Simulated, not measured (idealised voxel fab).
You're looking at the process module voxel capacitor over wiring.
It is cross-section cut that appears here, measuring 220 nm in width, its square cells being 5 nm in size.
In what follows, cross-sections appear as grids of square cells, described through bands that run from the top down, where every band is one or more rows of cells.
First you get the band's top height and its bottom height, in nm, and then the materials it's made of, left to right, with each width in nm. If you see a single material with "throughout", that one covers the band edge to edge. "air" is empty space.
Heights are expressed relative to 0, this being the level below which the as-received wafer comprises one material exclusively. The lowest band is unbounded in the downward direction and is denoted as in "0 down".
The two numbers in a width such as "30 to 40" mark its ends across the band: the first belongs to the top row of cells, the second to the bottom row, and from each row to the next the width moves by the same amount.
"same as before" means the step left every cell of the cross-section as it was.
Listed in "Fully enclosed voids": every empty space of 8 or more cells without an open way to the top. Form: width x height at distance, the distance being from the left edge, all in nm.
Step line, after settings: the simulator's comment on this step.
overlay nm: for a step with a mask, the amount by which the mask lay right of where it was planned; a negative amount means left of it.

List of planned process steps
step 1: RECEIVE [material Si]
step 2: CONFORMAL_DEP [material SiO2] [thk nm 10]
step 3: CONFORMAL_DEP [material SiN] [thk nm 5]
step 4: DIRECTIONAL_DEP [material SiO2] [thk nm 15]
step 5: PATTERN [tone open] [mask id METAL_1] [material resist] [width nm 20] [pitch nm 90] [thk nm 20] [overlay nm 0]
step 6: DIRECTIONAL_ETCH [etch materials SiO2] [depth nm 15]
step 7: DIRECTIONAL_ETCH [etch materials SiN] [depth nm 5]
step 8: STRIP [etch materials resist]
step 9: CONFORMAL_DEP [material TiN] [thk nm 5]
step 10: FILL_DEP [material Ru] [thk nm 5]
step 11: CMP [height nm 30]
step 12: EPI [material Ru] [thk nm 5]
step 13: FILL_DEP [material SiCN] [thk nm 5]
step 14: DIRECTIONAL_DEP [material lowk] [thk nm 20]
step 15: MASKED_ETCH [tone open] [mask id PLUG_1] [width nm 15] [etch materials lowk] [depth nm 20] [overlay nm 0]
step 16: MASKED_ETCH [tone open] [mask id PLUG_1] [width nm 15] [etch materials SiCN] [depth nm 5] [overlay nm -15]
step 17: CONFORMAL_DEP [material TiN] [thk nm 5]
step 18: FILL_DEP [material Cu] [thk nm 10]
step 19: CMP [height nm 60]
step 20: DIRECTIONAL_DEP [material TiN] [thk nm 10]
step 21: DIRECTIONAL_DEP [material SiN] [thk nm 5]
step 22: DIRECTIONAL_DEP [material TiN] [thk nm 5]
step 23: PATTERN [tone cover] [mask id UPPER_PLATE] [material resist] [width nm 75] [thk nm 15] [overlay nm 0]
step 24: DIRECTIONAL_ETCH [etch materials TiN] [depth nm 5]
step 25: DIRECTIONAL_ETCH [etch materials SiN] [depth nm 5]
step 26: STRIP [etch materials resist]
step 27: DIRECTIONAL_DEP [material aC] [thk nm 10]
step 28: PATTERN [tone cover] [mask id LOWER_PLATE] [material resist] [width nm 85] [thk nm 25] [overlay nm 0]
step 29: DIRECTIONAL_ETCH [etch materials aC] [depth nm 10]
step 30: STRIP [etch materials resist]
step 31: DIRECTIONAL_ETCH [etch materials TiN] [depth nm 10]
step 32: STRIP [etch materials aC]
step 33: FILL_DEP [material SiO2] [thk nm 20]
step 34: CMP [height nm 95]
step 35: PATTERN [tone open] [mask id PLUG_2] [material resist] [width nm 15] [thk nm 15] [overlay nm 0]
step 36: DIRECTIONAL_ETCH [etch materials SiO2] [depth nm 15]
step 37: STRIP [etch materials resist]
step 38: CONFORMAL_DEP [material TiN] [thk nm 5]
step 39: FILL_DEP [material Cu] [thk nm 10]
step 40: CMP [height nm 95]
step 41: CONFORMAL_DEP [material SiN] [thk nm 5]
What sets these wafers apart? The overlay nm at step 16. They all start alike, and the plan carries the first wafer's value.

Sectional view: first of several wafers, as received, after step 1
- 0 down | Si throughout
- Fully enclosed voids: none

Cross-section, first of several wafers, end of module, after last step 41
- 100 to 95 | SiN throughout
- 95 to 85 | 70 SiO2 / 5 TiN / 5 Cu / 5 TiN / 135 SiO2
- 85 to 75 | 70 to 60 SiO2 / 15 to 75 TiN / 135 to 85 SiO2
- 75 to 70 | 60 SiO2 / 75 SiN / 85 SiO2
- 70 to 60 | 55 SiO2 / 85 TiN / 80 SiO2
- 60 to 45 | 60 lowk / 5 TiN / 5 Cu / 5 TiN / 145 lowk
- 45 to 40 | 60 lowk / 15 TiN / 145 lowk
- 40 to 35 | SiCN throughout
- 35 to 30 | 50 SiCN / 30 Ru / 60 SiCN / 30 Ru / 50 SiCN
- 30 to 15 | 55 SiO2 / 5 TiN / 10 Ru / 5 TiN / 70 SiO2 / 5 TiN / 10 Ru / 5 TiN / 55 SiO2
- 15 to 10 | 55 SiN / 20 TiN / 70 SiN / 20 TiN / 55 SiN
- 10 to 0 | SiO2 throughout
- 0 down | Si throughout
- Fully enclosed voids: none

Cross-sectional view of the final wafer of several at the module's end
- 100 to 95 | SiN throughout
- 95 to 85 | 70 SiO2 / 5 TiN / 5 Cu / 5 TiN / 135 SiO2
- 85 to 75 | 70 to 60 SiO2 / 15 to 75 TiN / 135 to 85 SiO2
- 75 to 70 | 60 SiO2 / 75 SiN / 85 SiO2
- 70 to 60 | 55 SiO2 / 85 TiN / 80 SiO2
- 60 to 45 | 60 lowk / 5 TiN / 5 Cu / 5 TiN / 145 lowk
- 45 to 40 | 60 lowk / 15 TiN / 145 lowk
- 40 to 35 | SiCN throughout
- 35 to 30 | 50 SiCN / 30 Ru / 60 SiCN / 30 Ru / 50 SiCN
- 30 to 15 | 55 SiO2 / 5 TiN / 10 Ru / 5 TiN / 70 SiO2 / 5 TiN / 10 Ru / 5 TiN / 55 SiO2
- 15 to 10 | 55 SiN / 20 TiN / 70 SiN / 20 TiN / 55 SiN
- 10 to 0 | SiO2 throughout
- 0 down | Si throughout
- Fully enclosed voids: none

Per wafer (row), end of module: delta in cells per material since receipt, (+) for gained, (-) for lost; closed voids after that
overlay nm -15, +5 Cu, +24 Ru, +76 SiCN, +95 SiN, +431 SiO2, +85 TiN, +164 lowk, Fully enclosed voids: none
overlay nm -10, +5 Cu, +24 Ru, +75 SiCN, +95 SiN, +431 SiO2, +86 TiN, +164 lowk, Fully enclosed voids: none
overlay nm -5, +5 Cu, +24 Ru, +74 SiCN, +95 SiN, +431 SiO2, +87 TiN, +164 lowk, Fully enclosed voids: none
overlay nm 0, +6 Cu, +24 Ru, +73 SiCN, +95 SiN, +431 SiO2, +87 TiN, +164 lowk, Fully enclosed voids: none
overlay nm 5, +5 Cu, +24 Ru, +74 SiCN, +95 SiN, +431 SiO2, +87 TiN, +164 lowk, Fully enclosed voids: none
overlay nm 10, +5 Cu, +24 Ru, +75 SiCN, +95 SiN, +431 SiO2, +86 TiN, +164 lowk, Fully enclosed voids: none
overlay nm 15, +5 Cu, +24 Ru, +76 SiCN, +95 SiN, +431 SiO2, +85 TiN, +164 lowk, Fully enclosed voids: none
